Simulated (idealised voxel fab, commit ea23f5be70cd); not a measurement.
process module | voxel plated lines
cross-section cut | 240 nm wide | cells 5 nm
A cross-section is a grid of square cells, given in bands from the top down. A band is one or more rows of cells.
Each band's line starts with the height of the band's top and of its bottom, in nm. Then come its materials from left to right, each with its width in nm. One material with "throughout" fills the band from edge to edge. "air" is empty space.
Height 0 is the level under which the wafer as received is all one material. The lowest band goes on downwards, as in "0 down".
A width such as "30 to 40" changes by the same amount from each row of cells to the next, from the band's top row to its bottom row.
"no change" after a step means that no cell of the cross-section changed.
closed voids: empty space of 8 cells or more with no open way to the top, each as width x height at its distance from the left edge, in nm
after a step's settings: what the simulator itself notes on the step
overlay nm, on a step with a mask: how far to the right of its planned place the mask lay; to the left if negative
plan
1 op RECEIVE | material Si
2 op CONFORMAL_DEP | material SiN | thk nm 15
3 op DIRECTIONAL_DEP | material TiN | thk nm 5
4 op PATTERN | tone open | mask id LINES | material resist | width nm 20 | pitch nm 50 | thk nm 35 | overlay nm -15
5 op EPI | material Ru | thk nm 5
6 op EPI | material Ru | thk nm 5
7 op EPI | material Ru | thk nm 10
8 op STRIP | etch materials resist
9 op DIRECTIONAL_ETCH | etch materials TiN | depth nm 5
10 op CONFORMAL_DEP | material SiN | thk nm 10
varied across the wafers: overlay nm of step 4. The plan shows the first wafer's value. All wafers start alike
first wafer as received, after step 1
  0 down: Si throughout
  closed voids: none
each wafer at the end: cells of each material gained (+) or lost (-) since it was received, then its closed voids
overlay nm -15 | +48 Ru | +300 SiN | +12 TiN | closed voids: none
overlay nm -10 | +48 Ru | +300 SiN | +12 TiN | closed voids: none
overlay nm -5 | +48 Ru | +300 SiN | +12 TiN | closed voids: none
overlay nm 0 | +48 Ru | +300 SiN | +12 TiN | closed voids: none
overlay nm 5 | +48 Ru | +300 SiN | +12 TiN | closed voids: none
overlay nm 10 | +48 Ru | +300 SiN | +12 TiN | closed voids: none
overlay nm 15 | +48 Ru | +300 SiN | +12 TiN | closed voids: none
